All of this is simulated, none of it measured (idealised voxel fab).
process module | voxel self aligned vias
cross-section cut | 175 nm wide | cells 5 nm
A cross-section is a grid of square cells, given in bands from the top down. A band is one or more rows of cells.
Each band's line starts with the height of the band's top and of its bottom, in nm. Then come its materials from left to right, each with its width in nm. One material with "throughout" fills the band from edge to edge. "air" is empty space.
Height 0 is the level under which the wafer as received is all one material. The lowest band goes on downwards, as in "0 down".
A width such as "30 to 40" changes by the same amount from each row of cells to the next, from the band's top row to its bottom row.
"no change" after a step means that no cell of the cross-section changed.
closed voids: empty space of 8 cells or more with no open way to the top, each as width x height at its distance from the left edge, in nm
after a step's settings: what the simulator itself notes on the step
overlay nm, on a step with a mask: how far to the right of its planned place the mask lay; to the left if negative
plan
1 op RECEIVE | material Si
2 op CONFORMAL_DEP | material SiO2 | thk nm 10
3 op CONFORMAL_DEP | material SiCN | thk nm 5
4 op DIRECTIONAL_DEP | material SiO2 | thk nm 25
5 op PATTERN | tone open | mask id LINES | material resist | width nm 30 | pitch nm 65 | thk nm 20 | overlay nm 0
6 op DIRECTIONAL_ETCH | etch materials SiO2 | depth nm 25
7 op STRIP | etch materials resist
8 op CONFORMAL_DEP | material TiN | thk nm 5
9 op FILL_DEP | material W | thk nm 10
10 op CMP | height nm 40
11 op SELECTIVE_ETCH | etch materials W Ru TiN | depth nm 10
12 op FILL_DEP | material SiN | thk nm 10
13 op CMP | height nm 40
14 op DIRECTIONAL_DEP | material SiO2 | thk nm 15
15 op DIRECTIONAL_DEP | material aC | thk nm 10
16 op PATTERN | tone open | mask id VIAS | material resist | width nm 50 | thk nm 25 | overlay nm 0
17 op DIRECTIONAL_ETCH | etch materials aC | depth nm 10
18 op STRIP | etch materials resist
19 op DIRECTIONAL_ETCH | etch materials SiO2 | depth nm 15
20 op DIRECTIONAL_ETCH | etch materials SiN | depth nm 10
21 op STRIP | etch materials aC
22 op CONFORMAL_DEP | material TiN | thk nm 5
23 op FILL_DEP | material Ru | thk nm 10
24 op CMP | height nm 55
25 op CONFORMAL_DEP | material SiN | thk nm 5
first wafer, as planned
as received, after step 1
  0 down: Si throughout
  closed voids: none
after step 2
  10 to 0: SiO2 throughout
  below 0: unchanged
after step 3
  15 to 10: SiCN throughout
  below 10: unchanged
after step 4
  40 to 15: SiO2 throughout
  below 15: unchanged
after step 5
  60 to 40: resist 40 | air 30 | resist 35 | air 30 | resist 40
  below 40: unchanged
after step 6
  60 to 40: resist 40 | air 30 | resist 35 | air 30 | resist 40
  40 to 15: SiO2 40 | air 30 | SiO2 35 | air 30 | SiO2 40
  below 15: unchanged
after step 7
  40 to 15: SiO2 40 | air 30 | SiO2 35 | air 30 | SiO2 40
  below 15: unchanged
after step 8
  45 to 40: TiN 45 | air 20 | TiN 45 | air 20 | TiN 45
  40 to 20: SiO2 40 | TiN 5 | air 20 | TiN 5 | SiO2 35 | TiN 5 | air 20 | TiN 5 | SiO2 40
  20 to 15: SiO2 40 | TiN 30 | SiO2 35 | TiN 30 | SiO2 40
  below 15: unchanged
after step 9
  55 to 45: W throughout
  45 to 40: TiN 45 | W 20 | TiN 45 | W 20 | TiN 45
  40 to 20: SiO2 40 | TiN 5 | W 20 | TiN 5 | SiO2 35 | TiN 5 | W 20 | TiN 5 | SiO2 40
  below 20: unchanged
after step 10
  40 to 20: SiO2 40 | TiN 5 | W 20 | TiN 5 | SiO2 35 | TiN 5 | W 20 | TiN 5 | SiO2 40
  below 20: unchanged
after step 11
  40 to 30: SiO2 40 | air 30 | SiO2 35 | air 30 | SiO2 40
  below 30: unchanged
after step 12
  50 to 40: SiN throughout
  40 to 30: SiO2 40 | SiN 30 | SiO2 35 | SiN 30 | SiO2 40
  below 30: unchanged
after step 13
  40 to 30: SiO2 40 | SiN 30 | SiO2 35 | SiN 30 | SiO2 40
  below 30: unchanged
after step 14
  55 to 40: SiO2 throughout
  below 40: unchanged
after step 15
  65 to 55: aC throughout
  below 55: unchanged
after step 16
  90 to 65: resist 30 | air 50 | resist 95
  below 65: unchanged
after step 17
  80 to 65: resist 30 | air 50 | resist 95
  65 to 55: aC 30 | air 50 | aC 95
  below 55: unchanged
after step 18
  65 to 55: aC 30 | air 50 | aC 95
  below 55: unchanged
after step 19
  65 to 55: aC 30 | air 50 | aC 95
  55 to 40: SiO2 30 | air 50 | SiO2 95
  below 40: unchanged
after step 20
  65 to 55: aC 30 | air 50 | aC 95
  55 to 40: SiO2 30 | air 50 | SiO2 95
  40 to 30: SiO2 40 | air 30 | SiO2 35 | SiN 30 | SiO2 40
  below 30: unchanged
after step 21
  55 to 40: SiO2 30 | air 50 | SiO2 95
  below 40: unchanged
after step 22
  60 to 55: TiN 35 | air 40 | TiN 100
  55 to 45: SiO2 30 | TiN 5 | air 40 | TiN 5 | SiO2 95
  45 to 40: SiO2 30 | TiN 15 | air 20 | TiN 15 | SiO2 95
  40 to 35: SiO2 40 | TiN 5 | air 20 | TiN 5 | SiO2 35 | SiN 30 | SiO2 40
  35 to 30: SiO2 40 | TiN 30 | SiO2 35 | SiN 30 | SiO2 40
  below 30: unchanged
after step 23
  70 to 60: Ru throughout
  60 to 55: TiN 35 | Ru 40 | TiN 100
  55 to 45: SiO2 30 | TiN 5 | Ru 40 | TiN 5 | SiO2 95
  45 to 40: SiO2 30 | TiN 15 | Ru 20 | TiN 15 | SiO2 95
  40 to 35: SiO2 40 | TiN 5 | Ru 20 | TiN 5 | SiO2 35 | SiN 30 | SiO2 40
  below 35: unchanged
after step 24
  55 to 45: SiO2 30 | TiN 5 | Ru 40 | TiN 5 | SiO2 95
  below 45: unchanged
after step 25
  60 to 55: SiN throughout
  below 55: unchanged
second wafer: like start, like plan, one mistake. Through step 13 it matches the first wafer
when step 14 should have ended
  45 to 40: SiO2 throughout
  below 40: unchanged
when step 15 should have ended
  55 to 45: aC throughout
  below 45: unchanged
when step 16 should have ended
  80 to 55: resist 30 | air 50 | resist 95
  below 55: unchanged
when step 17 should have ended
  70 to 55: resist 30 | air 50 | resist 95
  55 to 45: aC 30 | air 50 | aC 95
  below 45: unchanged
when step 18 should have ended
  55 to 45: aC 30 | air 50 | aC 95
  below 45: unchanged
when step 19 should have ended
  55 to 45: aC 30 | air 50 | aC 95
  45 to 40: SiO2 30 | air 50 | SiO2 95
  40 to 30: SiO2 30 | air 10 | SiN 30 | air 10 | SiO2 25 | SiN 30 | SiO2 40
  below 30: unchanged
when step 20 should have ended
  55 to 45: aC 30 | air 50 | aC 95
  45 to 40: SiO2 30 | air 50 | SiO2 95
  40 to 30: SiO2 30 | air 50 | SiO2 25 | SiN 30 | SiO2 40
  below 30: unchanged
when step 21 should have ended
  45 to 40: SiO2 30 | air 50 | SiO2 95
  below 40: unchanged
when step 22 should have ended
  50 to 45: TiN 35 | air 40 | TiN 100
  45 to 40: SiO2 30 | TiN 5 | air 40 | TiN 5 | SiO2 95
  40 to 35: SiO2 30 | TiN 5 | air 40 | TiN 5 | SiO2 25 | SiN 30 | SiO2 40
  35 to 30: SiO2 30 | TiN 50 | SiO2 25 | SiN 30 | SiO2 40
  below 30: unchanged
when step 23 should have ended
  60 to 50: Ru throughout
  50 to 45: TiN 35 | Ru 40 | TiN 100
  45 to 40: SiO2 30 | TiN 5 | Ru 40 | TiN 5 | SiO2 95
  40 to 35: SiO2 30 | TiN 5 | Ru 40 | TiN 5 | SiO2 25 | SiN 30 | SiO2 40
  below 35: unchanged
when step 24 should have ended
  55 to 50: Ru throughout
  below 50: unchanged
when step 25 should have ended
  60 to 55: SiN throughout
  below 55: unchanged
what went wrong: step 14 ran as: op DIRECTIONAL_DEP | material SiO2 | thk nm 5
at the end the second wafer has, in cells: 35 more of Ru | 58 fewer of SiO2 | 23 more of TiN
